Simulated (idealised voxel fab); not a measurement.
The following process module bears the name voxel plated lines.
Square cells of 5 nm make up the cross-section cut, whose width is 225 nm.
Heads up, the way a cross-section reads in here is a grid of square cells, handed over as bands from the top down, with every band being one or more rows of cells.
Per band: top height and bottom height in nm, followed by the left-to-right materials and their widths in nm; "edge to edge" marks a single material spanning edge to edge, "empty" marks empty space.
For the purposes of this specification, 0 denotes the height below which the wafer in its as-received condition is composed wholly of one material, and the lowermost band, lacking a lower limit, extends downward without end, as expressed in "z 0 and below".
Top row gets the first number, bottom row gets the second, and each row in between changes by the same step: that is how a band width like "30->40" works.
Key: "same as before" - step with no changed cell in the cross-section.
Basically, "Voids lacking openings" tells you about the enclosed voids: empty spaces with no open way to the top, 8 cells or bigger, each written width x height at distance, where distance is from the left edge, all in nm.
Past the settings on a step's line: simulator remark, on that step.
A step's line can hold "overlay nm"; with a mask on that step, the setting says how far right of the planned place the mask lay, while a negative setting says it lay to the left.

Set out below are the planned steps of the process:
1,op RECEIVE | material Si
2,op CONFORMAL_DEP | material Al2O3 | thk nm 10
3,op DIRECTIONAL_DEP | material TiN | thk nm 5
4,op PATTERN | tone open | mask id LINES | material resist | width nm 15 | pitch nm 35 | thk nm 40 | overlay nm 0
5,op EPI | material Ru | thk nm 10
6,op EPI | material Ru | thk nm 5
7,op EPI | material Ru | thk nm 10
8,op STRIP | etch materials resist
9,op DIRECTIONAL_ETCH | etch materials TiN | depth nm 5
10,op CONFORMAL_DEP | material SiN | thk nm 5

Received-state cross-section, reflecting completion of step 1:
	z 0 and below  Si edge to edge
	Voids lacking openings: none

Here's the wafer cut in cross-section after the module, started and planned just like above, except one thing was done wrong in the run:
	z 20 to 15  SiN edge to edge
	z 15 to 5  Al2O3 edge to edge
	z 5 to 0  TiN edge to edge
	z 0 and below  Si edge to edge
	Voids lacking openings: none
Deviation from plan: plan vs actual: 2 and 3 interchanged
